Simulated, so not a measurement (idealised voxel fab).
process module | voxel wiring stack
cross-section cut | 190 nm wide | cells 5 nm
A cross-section is a grid of square cells, given in bands from the top down. A band is one or more rows of cells.
Each band's line starts with the height of the band's top and of its bottom, in nm. Then come its materials from left to right, each with its width in nm. One material with "throughout" fills the band from edge to edge. "air" is empty space.
Height 0 is the level under which the wafer as received is all one material. The lowest band goes on downwards, as in "0 down".
A width such as "30 to 40" changes by the same amount from each row of cells to the next, from the band's top row to its bottom row.
"no change" after a step means that no cell of the cross-section changed.
closed voids: empty space of 8 cells or more with no open way to the top, each as width x height at its distance from the left edge, in nm
after a step's settings: what the simulator itself notes on the step
overlay nm, on a step with a mask: how far to the right of its planned place the mask lay; to the left if negative
Each pair below shows a cross-section before one step and the cross-section after it, down to the lowest band that changed. The line under each pair gives the step between them, with its settings. The pairs can come from different runs of this module on the same starting wafer, so a pair continues from the pair above only where its "before" says so.
before
  0 down: Si throughout
  closed voids: none
after
  15 to 0: SiO2 throughout
  below 0: unchanged
  closed voids: none
the step between: op CONFORMAL_DEP | material SiO2 | thk nm 15
before: the cross-section after the pair above
after
  20 to 15: SiCN throughout
  below 15: unchanged
  closed voids: none
the step between: op CONFORMAL_DEP | material SiCN | thk nm 5
before: the cross-section after the pair above
after
  35 to 20: lowk throughout
  below 20: unchanged
  closed voids: none
the step between: op DIRECTIONAL_DEP | material lowk | thk nm 15
before: the cross-section after the pair above
after
  50 to 35: aC throughout
  below 35: unchanged
  closed voids: none
the step between: op DIRECTIONAL_DEP | material aC | thk nm 15
before: the cross-section after the pair above
after
  85 to 50: resist 65 | air 20 | resist 15 | air 20 | resist 70
  below 50: unchanged
  closed voids: none
the step between: op PATTERN | tone open | mask id METAL_1 | material resist | width nm 20 | pitch nm 35 | thk nm 35 | overlay nm 0
before: the cross-section after the pair above
after
  70 to 50: resist 65 | air 20 | resist 15 | air 20 | resist 70
  50 to 35: aC 65 | air 20 | aC 15 | air 20 | aC 70
  below 35: unchanged
  closed voids: none
the step between: op DIRECTIONAL_ETCH | etch materials aC | depth nm 15
before: the cross-section after the pair above
after
  50 to 35: aC 65 | air 20 | aC 15 | air 20 | aC 70
  below 35: unchanged
  closed voids: none
the step between: op STRIP | etch materials resist
before: the cross-section after the pair above
after
  50 to 35: aC 65 | air 20 | aC 15 | air 20 | aC 70
  35 to 20: lowk 65 | air 20 | lowk 15 | air 20 | lowk 70
  below 20: unchanged
  closed voids: none
the step between: op DIRECTIONAL_ETCH | etch materials lowk | depth nm 15
before: the cross-section after the pair above
after
  50 to 35: aC 65 | air 20 | aC 15 | air 20 | aC 70
  35 to 20: lowk 65 | air 20 | lowk 15 | air 20 | lowk 70
  20 to 15: SiCN 65 | air 20 | SiCN 15 | air 20 | SiCN 70
  below 15: unchanged
  closed voids: none
the step between: op DIRECTIONAL_ETCH | etch materials SiCN | depth nm 5
before: the cross-section after the pair above
after
  35 to 20: lowk 65 | air 20 | lowk 15 | air 20 | lowk 70
  below 20: unchanged
  closed voids: none
the step between: op STRIP | etch materials aC
before: the cross-section after the pair above
after
  40 to 35: TiN 70 | air 10 | TiN 25 | air 10 | TiN 75
  35 to 20: lowk 65 | TiN 5 | air 10 | TiN 5 | lowk 15 | TiN 5 | air 10 | TiN 5 | lowk 70
  20 to 15: SiCN 65 | TiN 20 | SiCN 15 | TiN 20 | SiCN 70
  below 15: unchanged
  closed voids: none
the step between: op CONFORMAL_DEP | material TiN | thk nm 5
before: the cross-section after the pair above
after
  45 to 40: W throughout
  40 to 35: TiN 70 | W 10 | TiN 25 | W 10 | TiN 75
  35 to 20: lowk 65 | TiN 5 | W 10 | TiN 5 | lowk 15 | TiN 5 | W 10 | TiN 5 | lowk 70
  below 20: unchanged
  closed voids: none
the step between: op FILL_DEP | material W | thk nm 5
before: the cross-section after the pair above
after
  35 to 20: lowk 65 | TiN 5 | W 10 | TiN 5 | lowk 15 | TiN 5 | W 10 | TiN 5 | lowk 70
  below 20: unchanged
  closed voids: none
the step between: op CMP | height nm 35
before: the cross-section after the pair above
after
  40 to 35: SiCN throughout
  below 35: unchanged
  closed voids: none
the step between: op CONFORMAL_DEP | material SiCN | thk nm 5
before: the cross-section after the pair above
after
  55 to 40: lowk throughout
  below 40: unchanged
  closed voids: none
the step between: op DIRECTIONAL_DEP | material lowk | thk nm 15
before: the cross-section after the pair above
after
  70 to 55: resist 65 | air 15 | resist 20 | air 15 | resist 75
  below 55: unchanged
  closed voids: none
the step between: op PATTERN | tone open | mask id PLUG_1 | material resist | width nm 15 | pitch nm 35 | thk nm 15 | overlay nm 0
before: the cross-section after the pair above
after
  70 to 55: resist 65 | air 15 | resist 20 | air 15 | resist 75
  55 to 40: lowk 65 | air 15 | lowk 20 | air 15 | lowk 75
  below 40: unchanged
  closed voids: none
the step between: op DIRECTIONAL_ETCH | etch materials lowk | depth nm 15
before: the cross-section after the pair above
after
  70 to 55: resist 65 | air 15 | resist 20 | air 15 | resist 75
  55 to 40: lowk 65 | air 15 | lowk 20 | air 15 | lowk 75
  40 to 35: SiCN 65 | air 15 | SiCN 20 | air 15 | SiCN 75
  below 35: unchanged
  closed voids: none
the step between: op DIRECTIONAL_ETCH | etch materials SiCN | depth nm 5
before: the cross-section after the pair above
after
  55 to 40: lowk 65 | air 15 | lowk 20 | air 15 | lowk 75
  below 40: unchanged
  closed voids: none
the step between: op STRIP | etch materials resist
before: the cross-section after the pair above
after
  55 to 45: lowk 65 | air 15 | lowk 20 | air 15 | lowk 75
  45 to 40: lowk 65 | Ru 15 | lowk 20 | Ru 15 | lowk 75
  40 to 35: SiCN 65 | Ru 15 | SiCN 20 | Ru 15 | SiCN 75
  below 35: unchanged
  closed voids: none
the step between: op EPI | material Ru | thk nm 10
before: the cross-section after the pair above
after
  55 to 40: lowk 65 | Ru 15 | lowk 20 | Ru 15 | lowk 75
  below 40: unchanged
  closed voids: none
the step between: op EPI | material Ru | thk nm 10
before: the cross-section after the pair above
after
  60 to 55: TiN throughout
  below 55: unchanged
  closed voids: none
the step between: op DIRECTIONAL_DEP | material TiN | thk nm 5
before: the cross-section after the pair above
after
  75 to 60: Ru throughout
  below 60: unchanged
  closed voids: none
the step between: op DIRECTIONAL_DEP | material Ru | thk nm 15
before: the cross-section after the pair above
after
  75 to 60: air 65 | Ru 20 | air 15 | Ru 20 | air 70
  below 60: unchanged
  closed voids: none
the step between: op MASKED_ETCH | tone cover | mask id METAL_2 | width nm 20 | pitch nm 35 | etch materials Ru | depth nm 15 | overlay nm 0
before: the cross-section after the pair above
after
  75 to 60: air 65 | Ru 20 | air 15 | Ru 20 | air 70
  60 to 55: air 65 | TiN 20 | air 15 | TiN 20 | air 70
  below 55: unchanged
  closed voids: none
the step between: op MASKED_ETCH | tone cover | mask id METAL_2 | width nm 20 | pitch nm 35 | etch materials TiN | depth nm 5 | overlay nm 0
before: the cross-section after the pair above
after
  80 to 75: air 60 | SiCN 30 | air 5 | SiCN 30 | air 65
  75 to 60: air 60 | SiCN 5 | Ru 20 | SiCN 5 | air 5 | SiCN 5 | Ru 20 | SiCN 5 | air 65
  60 to 55: SiCN 65 | TiN 20 | SiCN 15 | TiN 20 | SiCN 70
  below 55: unchanged
  closed voids: none
the step between: op CONFORMAL_DEP | material SiCN | thk nm 5
before: the cross-section after the pair above
after
  85 to 80: lowk throughout
  80 to 75: lowk 60 | SiCN 30 | lowk 5 | SiCN 30 | lowk 65
  75 to 60: lowk 60 | SiCN 5 | Ru 20 | SiCN 5 | lowk 5 | SiCN 5 | Ru 20 | SiCN 5 | lowk 65
  below 60: unchanged
  closed voids: none
the step between: op FILL_DEP | material lowk | thk nm 5
before: the cross-section after the pair above
after
  75 to 60: lowk 60 | SiCN 5 | Ru 20 | SiCN 5 | lowk 5 | SiCN 5 | Ru 20 | SiCN 5 | lowk 65
  below 60: unchanged
  closed voids: none
the step between: op CMP | height nm 75
before: the cross-section after the pair above
after
  80 to 75: SiCN throughout
  below 75: unchanged
  closed voids: none
the step between: op CONFORMAL_DEP | material SiCN | thk nm 5
before: the cross-section after the pair above
after
  110 to 80: lowk throughout
  below 80: unchanged
  closed voids: none
the step between: op DIRECTIONAL_DEP | material lowk | thk nm 30
before: the cross-section after the pair above
after
  125 to 110: resist 65 | air 15 | resist 20 | air 15 | resist 75
  below 110: unchanged
  closed voids: none
the step between: op PATTERN | tone open | mask id METAL_3_HOLES | material resist | width nm 15 | pitch nm 35 | thk nm 15 | overlay nm 0
before: the cross-section after the pair above
after
  125 to 110: resist 65 | air 15 | resist 20 | air 15 | resist 75
  110 to 80: lowk 65 | air 15 | lowk 20 | air 15 | lowk 75
  below 80: unchanged
  closed voids: none
the step between: op DIRECTIONAL_ETCH | etch materials lowk | depth nm 30
before: the cross-section after the pair above
after
  110 to 80: lowk 65 | air 15 | lowk 20 | air 15 | lowk 75
  below 80: unchanged
  closed voids: none
the step between: op STRIP | etch materials resist
before: the cross-section after the pair above
after
  125 to 110: aC 65 | air 15 | aC 20 | air 15 | aC 75
  110 to 95: lowk 65 | air 15 | lowk 20 | air 15 | lowk 75
  95 to 80: lowk 65 | aC 15 | lowk 20 | aC 15 | lowk 75
  below 80: unchanged
  closed voids: none
the step between: op DIRECTIONAL_DEP | material aC | thk nm 15
before: the cross-section after the pair above
after
  160 to 125: resist 65 | air 20 | resist 15 | air 20 | resist 70
  below 125: unchanged
  closed voids: none
the step between: op PATTERN | tone open | mask id METAL_3 | material resist | width nm 20 | pitch nm 35 | thk nm 35 | overlay nm 0
before: the cross-section after the pair above
after
  145 to 125: resist 65 | air 20 | resist 15 | air 20 | resist 70
  125 to 110: aC 65 | air 20 | aC 15 | air 20 | aC 70
  110 to 80: lowk 65 | air 15 | lowk 20 | air 15 | lowk 75
  below 80: unchanged
  closed voids: none
the step between: op DIRECTIONAL_ETCH | etch materials aC | depth nm 15
before: the cross-section after the pair above
after
  125 to 110: aC 65 | air 20 | aC 15 | air 20 | aC 70
  below 110: unchanged
  closed voids: none
the step between: op STRIP | etch materials resist
before: the cross-section after the pair above
after
  125 to 110: aC 65 | air 20 | aC 15 | air 20 | aC 70
  110 to 95: lowk 65 | air 20 | lowk 15 | air 20 | lowk 70
  below 95: unchanged
  closed voids: none
the step between: op DIRECTIONAL_ETCH | etch materials lowk | depth nm 15
before: the cross-section after the pair above
after
  125 to 110: aC 65 | air 20 | aC 15 | air 20 | aC 70
  110 to 95: lowk 65 | air 20 | lowk 15 | air 20 | lowk 70
  95 to 80: lowk 65 | air 15 | lowk 20 | air 15 | lowk 75
  80 to 75: SiCN 65 | air 15 | SiCN 20 | air 15 | SiCN 75
  below 75: unchanged
  closed voids: none
the step between: op DIRECTIONAL_ETCH | etch materials SiCN | depth nm 5
before: the cross-section after the pair above
after
  110 to 95: lowk 65 | air 20 | lowk 15 | air 20 | lowk 70
  below 95: unchanged
  closed voids: none
the step between: op STRIP | etch materials aC
before: the cross-section after the pair above
after
  115 to 110: TiN 70 | air 10 | TiN 25 | air 10 | TiN 75
  110 to 100: lowk 65 | TiN 5 | air 10 | TiN 5 | lowk 15 | TiN 5 | air 10 | TiN 5 | lowk 70
  100 to 95: lowk 65 | TiN 5 | air 5 | TiN 10 | lowk 15 | TiN 5 | air 5 | TiN 10 | lowk 70
  95 to 80: lowk 65 | TiN 5 | air 5 | TiN 5 | lowk 20 | TiN 5 | air 5 | TiN 5 | lowk 75
  80 to 75: SiCN 65 | TiN 15 | SiCN 20 | TiN 15 | SiCN 75
  below 75: unchanged
  closed voids: none
the step between: op CONFORMAL_DEP | material TiN | thk nm 5
before: the cross-section after the pair above
after
  125 to 115: Ru throughout
  115 to 110: TiN 70 | Ru 10 | TiN 25 | Ru 10 | TiN 75
  110 to 100: lowk 65 | TiN 5 | Ru 10 | TiN 5 | lowk 15 | TiN 5 | Ru 10 | TiN 5 | lowk 70
  100 to 95: lowk 65 | TiN 5 | Ru 5 | TiN 10 | lowk 15 | TiN 5 | Ru 5 | TiN 10 | lowk 70
  95 to 80: lowk 65 | TiN 5 | Ru 5 | TiN 5 | lowk 20 | TiN 5 | Ru 5 | TiN 5 | lowk 75
  below 80: unchanged
  closed voids: none
the step between: op FILL_DEP | material Ru | thk nm 10
before: the cross-section after the pair above
after
  110 to 100: lowk 65 | TiN 5 | Ru 10 | TiN 5 | lowk 15 | TiN 5 | Ru 10 | TiN 5 | lowk 70
  below 100: unchanged
  closed voids: none
the step between: op CMP | height nm 110
before: the cross-section after the pair above
after
  115 to 110: SiCN throughout
  below 110: unchanged
  closed voids: none
the step between: op CONFORMAL_DEP | material SiCN | thk nm 5
before
  55 to 40: lowk 65 | Ru 15 | lowk 20 | Ru 15 | lowk 75
  40 to 35: SiCN 65 | Ru 15 | SiCN 20 | Ru 15 | SiCN 75
  35 to 20: lowk 65 | TiN 5 | W 10 | TiN 5 | lowk 15 | TiN 5 | W 10 | TiN 5 | lowk 70
  20 to 15: SiCN 65 | TiN 20 | SiCN 15 | TiN 20 | SiCN 70
  15 to 0: SiO2 throughout
  0 down: Si throughout
  closed voids: none
after
  70 to 55: Ru throughout
  below 55: unchanged
  closed voids: none
the step between: op DIRECTIONAL_DEP | material Ru | thk nm 15
before: the cross-section after the pair above
after
  70 to 55: air 65 | Ru 20 | air 15 | Ru 20 | air 70
  below 55: unchanged
  closed voids: none
the step between: op MASKED_ETCH | tone cover | mask id METAL_2 | width nm 20 | pitch nm 35 | etch materials Ru | depth nm 15 | overlay nm 0
before: the cross-section after the pair above
after
  75 to 70: air 60 | SiCN 30 | air 5 | SiCN 30 | air 65
  70 to 60: air 60 | SiCN 5 | Ru 20 | SiCN 5 | air 5 | SiCN 5 | Ru 20 | SiCN 5 | air 65
  60 to 55: SiCN 65 | Ru 20 | SiCN 15 | Ru 20 | SiCN 70
  below 55: unchanged
  closed voids: none
the step between: op CONFORMAL_DEP | material SiCN | thk nm 5
before: the cross-section after the pair above
after
  80 to 75: lowk throughout
  75 to 70: lowk 60 | SiCN 30 | lowk 5 | SiCN 30 | lowk 65
  70 to 60: lowk 60 | SiCN 5 | Ru 20 | SiCN 5 | lowk 5 | SiCN 5 | Ru 20 | SiCN 5 | lowk 65
  below 60: unchanged
  closed voids: none
the step between: op FILL_DEP | material lowk | thk nm 5
before: the cross-section after the pair above
after
  75 to 70: lowk 60 | SiCN 30 | lowk 5 | SiCN 30 | lowk 65
  below 70: unchanged
  closed voids: none
the step between: op CMP | height nm 75
before: the cross-section after the pair above
after
  80 to 75: SiCN throughout
  below 75: unchanged
  closed voids: none
the step between: op CONFORMAL_DEP | material SiCN | thk nm 5
before: the cross-section after the pair above
after
  110 to 80: lowk throughout
  below 80: unchanged
  closed voids: none
the step between: op DIRECTIONAL_DEP | material lowk | thk nm 30
before: the cross-section after the pair above
after
  125 to 110: resist 65 | air 15 | resist 20 | air 15 | resist 75
  below 110: unchanged
  closed voids: none
the step between: op PATTERN | tone open | mask id METAL_3_HOLES | material resist | width nm 15 | pitch nm 35 | thk nm 15 | overlay nm 0
before: the cross-section after the pair above
after
  125 to 110: resist 65 | air 15 | resist 20 | air 15 | resist 75
  110 to 80: lowk 65 | air 15 | lowk 20 | air 15 | lowk 75
  below 80: unchanged
  closed voids: none
the step between: op DIRECTIONAL_ETCH | etch materials lowk | depth nm 30
before: the cross-section after the pair above
after
  110 to 80: lowk 65 | air 15 | lowk 20 | air 15 | lowk 75
  below 80: unchanged
  closed voids: none
the step between: op STRIP | etch materials resist
before: the cross-section after the pair above
after
  125 to 110: aC 65 | air 15 | aC 20 | air 15 | aC 75
  110 to 95: lowk 65 | air 15 | lowk 20 | air 15 | lowk 75
  95 to 80: lowk 65 | aC 15 | lowk 20 | aC 15 | lowk 75
  below 80: unchanged
  closed voids: none
the step between: op DIRECTIONAL_DEP | material aC | thk nm 15
before: the cross-section after the pair above
after
  160 to 125: resist 65 | air 20 | resist 15 | air 20 | resist 70
  below 125: unchanged
  closed voids: none
the step between: op PATTERN | tone open | mask id METAL_3 | material resist | width nm 20 | pitch nm 35 | thk nm 35 | overlay nm 0
before: the cross-section after the pair above
after
  145 to 125: resist 65 | air 20 | resist 15 | air 20 | resist 70
  125 to 110: aC 65 | air 20 | aC 15 | air 20 | aC 70
  110 to 80: lowk 65 | air 15 | lowk 20 | air 15 | lowk 75
  below 80: unchanged
  closed voids: none
the step between: op DIRECTIONAL_ETCH | etch materials aC | depth nm 15
before: the cross-section after the pair above
after
  125 to 110: aC 65 | air 20 | aC 15 | air 20 | aC 70
  below 110: unchanged
  closed voids: none
the step between: op STRIP | etch materials resist
before: the cross-section after the pair above
after
  125 to 110: aC 65 | air 20 | aC 15 | air 20 | aC 70
  110 to 95: lowk 65 | air 20 | lowk 15 | air 20 | lowk 70
  below 95: unchanged
  closed voids: none
the step between: op DIRECTIONAL_ETCH | etch materials lowk | depth nm 15
before: the cross-section after the pair above
after
  125 to 110: aC 65 | air 20 | aC 15 | air 20 | aC 70
  110 to 95: lowk 65 | air 20 | lowk 15 | air 20 | lowk 70
  95 to 80: lowk 65 | air 15 | lowk 20 | air 15 | lowk 75
  80 to 75: SiCN 65 | air 15 | SiCN 20 | air 15 | SiCN 75
  below 75: unchanged
  closed voids: none
the step between: op DIRECTIONAL_ETCH | etch materials SiCN | depth nm 5
before: the cross-section after the pair above
after
  110 to 95: lowk 65 | air 20 | lowk 15 | air 20 | lowk 70
  below 95: unchanged
  closed voids: none
the step between: op STRIP | etch materials aC
before: the cross-section after the pair above
after
  115 to 110: TiN 70 | air 10 | TiN 25 | air 10 | TiN 75
  110 to 100: lowk 65 | TiN 5 | air 10 | TiN 5 | lowk 15 | TiN 5 | air 10 | TiN 5 | lowk 70
  100 to 95: lowk 65 | TiN 5 | air 5 | TiN 10 | lowk 15 | TiN 5 | air 5 | TiN 10 | lowk 70
  95 to 80: lowk 65 | TiN 5 | air 5 | TiN 5 | lowk 20 | TiN 5 | air 5 | TiN 5 | lowk 75
  80 to 75: SiCN 65 | TiN 15 | SiCN 20 | TiN 15 | SiCN 75
  below 75: unchanged
  closed voids: none
the step between: op CONFORMAL_DEP | material TiN | thk nm 5
before: the cross-section after the pair above
after
  125 to 115: Ru throughout
  115 to 110: TiN 70 | Ru 10 | TiN 25 | Ru 10 | TiN 75
  110 to 100: lowk 65 | TiN 5 | Ru 10 | TiN 5 | lowk 15 | TiN 5 | Ru 10 | TiN 5 | lowk 70
  100 to 95: lowk 65 | TiN 5 | Ru 5 | TiN 10 | lowk 15 | TiN 5 | Ru 5 | TiN 10 | lowk 70
  95 to 80: lowk 65 | TiN 5 | Ru 5 | TiN 5 | lowk 20 | TiN 5 | Ru 5 | TiN 5 | lowk 75
  below 80: unchanged
  closed voids: none
the step between: op FILL_DEP | material Ru | thk nm 10
before: the cross-section after the pair above
after
  110 to 100: lowk 65 | TiN 5 | Ru 10 | TiN 5 | lowk 15 | TiN 5 | Ru 10 | TiN 5 | lowk 70
  below 100: unchanged
  closed voids: none
the step between: op CMP | height nm 110
before: the cross-section after the pair above
after
  115 to 110: SiCN throughout
  below 110: unchanged
  closed voids: none
the step between: op CONFORMAL_DEP | material SiCN | thk nm 5
before
  15 to 0: SiO2 throughout
  0 down: Si throughout
  closed voids: none
after
  30 to 0: SiO2 throughout
  below 0: unchanged
  closed voids: none
the step between: op CONFORMAL_DEP | material SiO2 | thk nm 15
before: the cross-section after the pair above
after
  35 to 30: SiCN throughout
  below 30: unchanged
  closed voids: none
the step between: op CONFORMAL_DEP | material SiCN | thk nm 5
before: the cross-section after the pair above
after
  50 to 35: lowk throughout
  below 35: unchanged
  closed voids: none
the step between: op DIRECTIONAL_DEP | material lowk | thk nm 15
before: the cross-section after the pair above
after
  65 to 50: aC throughout
  below 50: unchanged
  closed voids: none
the step between: op DIRECTIONAL_DEP | material aC | thk nm 15
before: the cross-section after the pair above
after
  100 to 65: resist 65 | air 20 | resist 15 | air 20 | resist 70
  below 65: unchanged
  closed voids: none
the step between: op PATTERN | tone open | mask id METAL_1 | material resist | width nm 20 | pitch nm 35 | thk nm 35 | overlay nm 0
before: the cross-section after the pair above
after
  85 to 65: resist 65 | air 20 | resist 15 | air 20 | resist 70
  65 to 50: aC 65 | air 20 | aC 15 | air 20 | aC 70
  below 50: unchanged
  closed voids: none
the step between: op DIRECTIONAL_ETCH | etch materials aC | depth nm 15
before: the cross-section after the pair above
after
  65 to 50: aC 65 | air 20 | aC 15 | air 20 | aC 70
  below 50: unchanged
  closed voids: none
the step between: op STRIP | etch materials resist
before: the cross-section after the pair above
after
  65 to 50: aC 65 | air 20 | aC 15 | air 20 | aC 70
  50 to 35: lowk 65 | air 20 | lowk 15 | air 20 | lowk 70
  below 35: unchanged
  closed voids: none
the step between: op DIRECTIONAL_ETCH | etch materials lowk | depth nm 15
before: the cross-section after the pair above
after
  65 to 50: aC 65 | air 20 | aC 15 | air 20 | aC 70
  50 to 35: lowk 65 | air 20 | lowk 15 | air 20 | lowk 70
  35 to 30: SiCN 65 | air 20 | SiCN 15 | air 20 | SiCN 70
  below 30: unchanged
  closed voids: none
the step between: op DIRECTIONAL_ETCH | etch materials SiCN | depth nm 5
before: the cross-section after the pair above
after
  50 to 35: lowk 65 | air 20 | lowk 15 | air 20 | lowk 70
  below 35: unchanged
  closed voids: none
the step between: op STRIP | etch materials aC
before: the cross-section after the pair above
after
  55 to 50: TiN 70 | air 10 | TiN 25 | air 10 | TiN 75
  50 to 35: lowk 65 | TiN 5 | air 10 | TiN 5 | lowk 15 | TiN 5 | air 10 | TiN 5 | lowk 70
  35 to 30: SiCN 65 | TiN 20 | SiCN 15 | TiN 20 | SiCN 70
  below 30: unchanged
  closed voids: none
the step between: op CONFORMAL_DEP | material TiN | thk nm 5
before: the cross-section after the pair above
after
  60 to 55: W throughout
  55 to 50: TiN 70 | W 10 | TiN 25 | W 10 | TiN 75
  50 to 35: lowk 65 | TiN 5 | W 10 | TiN 5 | lowk 15 | TiN 5 | W 10 | TiN 5 | lowk 70
  below 35: unchanged
  closed voids: none
the step between: op FILL_DEP | material W | thk nm 5
before: the cross-section after the pair above
after
  35 to 30: SiCN 65 | TiN 20 | SiCN 15 | TiN 20 | SiCN 70
  below 30: unchanged
  closed voids: none
the step between: op CMP | height nm 35
before: the cross-section after the pair above
after
  40 to 35: SiCN throughout
  below 35: unchanged
  closed voids: none
the step between: op CONFORMAL_DEP | material SiCN | thk nm 5
before: the cross-section after the pair above
after
  55 to 40: lowk throughout
  below 40: unchanged
  closed voids: none
the step between: op DIRECTIONAL_DEP | material lowk | thk nm 15
before: the cross-section after the pair above
after
  70 to 55: resist 65 | air 15 | resist 20 | air 15 | resist 75
  below 55: unchanged
  closed voids: none
the step between: op PATTERN | tone open | mask id PLUG_1 | material resist | width nm 15 | pitch nm 35 | thk nm 15 | overlay nm 0
before: the cross-section after the pair above
after
  70 to 55: resist 65 | air 15 | resist 20 | air 15 | resist 75
  55 to 40: lowk 65 | air 15 | lowk 20 | air 15 | lowk 75
  below 40: unchanged
  closed voids: none
the step between: op DIRECTIONAL_ETCH | etch materials lowk | depth nm 15
before: the cross-section after the pair above
after
  70 to 55: resist 65 | air 15 | resist 20 | air 15 | resist 75
  55 to 40: lowk 65 | air 15 | lowk 20 | air 15 | lowk 75
  40 to 35: SiCN 65 | air 15 | SiCN 20 | air 15 | SiCN 75
  below 35: unchanged
  closed voids: none
the step between: op DIRECTIONAL_ETCH | etch materials SiCN | depth nm 5
before: the cross-section after the pair above
after
  55 to 40: lowk 65 | air 15 | lowk 20 | air 15 | lowk 75
  below 40: unchanged
  closed voids: none
the step between: op STRIP | etch materials resist
before: the cross-section after the pair above
after
  55 to 45: lowk 65 | air 15 | lowk 20 | air 15 | lowk 75
  45 to 40: lowk 65 | Ru 15 | lowk 20 | Ru 15 | lowk 75
  40 to 35: SiCN 65 | Ru 15 | SiCN 20 | Ru 15 | SiCN 75
  below 35: unchanged
  closed voids: none
the step between: op EPI | material Ru | thk nm 10
before: the cross-section after the pair above
after
  55 to 40: lowk 65 | Ru 15 | lowk 20 | Ru 15 | lowk 75
  below 40: unchanged
  closed voids: none
the step between: op EPI | material Ru | thk nm 10
before: the cross-section after the pair above
after
  60 to 55: TiN throughout
  below 55: unchanged
  closed voids: none
the step between: op DIRECTIONAL_DEP | material TiN | thk nm 5
before: the cross-section after the pair above
after
  75 to 60: Ru throughout
  below 60: unchanged
  closed voids: none
the step between: op DIRECTIONAL_DEP | material Ru | thk nm 15
before: the cross-section after the pair above
after
  75 to 60: air 65 | Ru 20 | air 15 | Ru 20 | air 70
  below 60: unchanged
  closed voids: none
the step between: op MASKED_ETCH | tone cover | mask id METAL_2 | width nm 20 | pitch nm 35 | etch materials Ru | depth nm 15 | overlay nm 0
before: the cross-section after the pair above
after
  75 to 60: air 65 | Ru 20 | air 15 | Ru 20 | air 70
  60 to 55: air 65 | TiN 20 | air 15 | TiN 20 | air 70
  below 55: unchanged
  closed voids: none
the step between: op MASKED_ETCH | tone cover | mask id METAL_2 | width nm 20 | pitch nm 35 | etch materials TiN | depth nm 5 | overlay nm 0
before: the cross-section after the pair above
after
  80 to 75: air 60 | SiCN 30 | air 5 | SiCN 30 | air 65
  75 to 60: air 60 | SiCN 5 | Ru 20 | SiCN 5 | air 5 | SiCN 5 | Ru 20 | SiCN 5 | air 65
  60 to 55: SiCN 65 | TiN 20 | SiCN 15 | TiN 20 | SiCN 70
  below 55: unchanged
  closed voids: none
the step between: op CONFORMAL_DEP | material SiCN | thk nm 5
before: the cross-section after the pair above
after
  85 to 80: lowk throughout
  80 to 75: lowk 60 | SiCN 30 | lowk 5 | SiCN 30 | lowk 65
  75 to 60: lowk 60 | SiCN 5 | Ru 20 | SiCN 5 | lowk 5 | SiCN 5 | Ru 20 | SiCN 5 | lowk 65
  below 60: unchanged
  closed voids: none
the step between: op FILL_DEP | material lowk | thk nm 5
before: the cross-section after the pair above
after
  75 to 60: lowk 60 | SiCN 5 | Ru 20 | SiCN 5 | lowk 5 | SiCN 5 | Ru 20 | SiCN 5 | lowk 65
  below 60: unchanged
  closed voids: none
the step between: op CMP | height nm 75
before: the cross-section after the pair above
after
  80 to 75: SiCN throughout
  below 75: unchanged
  closed voids: none
the step between: op CONFORMAL_DEP | material SiCN | thk nm 5
before: the cross-section after the pair above
after
  110 to 80: lowk throughout
  below 80: unchanged
  closed voids: none
the step between: op DIRECTIONAL_DEP | material lowk | thk nm 30
before: the cross-section after the pair above
after
  125 to 110: resist 65 | air 15 | resist 20 | air 15 | resist 75
  below 110: unchanged
  closed voids: none
the step between: op PATTERN | tone open | mask id METAL_3_HOLES | material resist | width nm 15 | pitch nm 35 | thk nm 15 | overlay nm 0
before: the cross-section after the pair above
after
  125 to 110: resist 65 | air 15 | resist 20 | air 15 | resist 75
  110 to 80: lowk 65 | air 15 | lowk 20 | air 15 | lowk 75
  below 80: unchanged
  closed voids: none
the step between: op DIRECTIONAL_ETCH | etch materials lowk | depth nm 30
before: the cross-section after the pair above
after
  110 to 80: lowk 65 | air 15 | lowk 20 | air 15 | lowk 75
  below 80: unchanged
  closed voids: none
the step between: op STRIP | etch materials resist
before: the cross-section after the pair above
after
  125 to 110: aC 65 | air 15 | aC 20 | air 15 | aC 75
  110 to 95: lowk 65 | air 15 | lowk 20 | air 15 | lowk 75
  95 to 80: lowk 65 | aC 15 | lowk 20 | aC 15 | lowk 75
  below 80: unchanged
  closed voids: none
the step between: op DIRECTIONAL_DEP | material aC | thk nm 15
before: the cross-section after the pair above
after
  160 to 125: resist 65 | air 20 | resist 15 | air 20 | resist 70
  below 125: unchanged
  closed voids: none
the step between: op PATTERN | tone open | mask id METAL_3 | material resist | width nm 20 | pitch nm 35 | thk nm 35 | overlay nm 0
before: the cross-section after the pair above
after
  145 to 125: resist 65 | air 20 | resist 15 | air 20 | resist 70
  125 to 110: aC 65 | air 20 | aC 15 | air 20 | aC 70
  110 to 80: lowk 65 | air 15 | lowk 20 | air 15 | lowk 75
  below 80: unchanged
  closed voids: none
the step between: op DIRECTIONAL_ETCH | etch materials aC | depth nm 15
before: the cross-section after the pair above
after
  125 to 110: aC 65 | air 20 | aC 15 | air 20 | aC 70
  below 110: unchanged
  closed voids: none
the step between: op STRIP | etch materials resist
before: the cross-section after the pair above
after
  125 to 110: aC 65 | air 20 | aC 15 | air 20 | aC 70
  110 to 95: lowk 65 | air 20 | lowk 15 | air 20 | lowk 70
  below 95: unchanged
  closed voids: none
the step between: op DIRECTIONAL_ETCH | etch materials lowk | depth nm 15
before: the cross-section after the pair above
after
  125 to 110: aC 65 | air 20 | aC 15 | air 20 | aC 70
  110 to 95: lowk 65 | air 20 | lowk 15 | air 20 | lowk 70
  95 to 80: lowk 65 | air 15 | lowk 20 | air 15 | lowk 75
  80 to 75: SiCN 65 | air 15 | SiCN 20 | air 15 | SiCN 75
  below 75: unchanged
  closed voids: none
the step between: op DIRECTIONAL_ETCH | etch materials SiCN | depth nm 5
before: the cross-section after the pair above
after
  110 to 95: lowk 65 | air 20 | lowk 15 | air 20 | lowk 70
  below 95: unchanged
  closed voids: none
the step between: op STRIP | etch materials aC
before: the cross-section after the pair above
after
  115 to 110: TiN 70 | air 10 | TiN 25 | air 10 | TiN 75
  110 to 100: lowk 65 | TiN 5 | air 10 | TiN 5 | lowk 15 | TiN 5 | air 10 | TiN 5 | lowk 70
  100 to 95: lowk 65 | TiN 5 | air 5 | TiN 10 | lowk 15 | TiN 5 | air 5 | TiN 10 | lowk 70
  95 to 80: lowk 65 | TiN 5 | air 5 | TiN 5 | lowk 20 | TiN 5 | air 5 | TiN 5 | lowk 75
  80 to 75: SiCN 65 | TiN 15 | SiCN 20 | TiN 15 | SiCN 75
  below 75: unchanged
  closed voids: none
the step between: op CONFORMAL_DEP | material TiN | thk nm 5
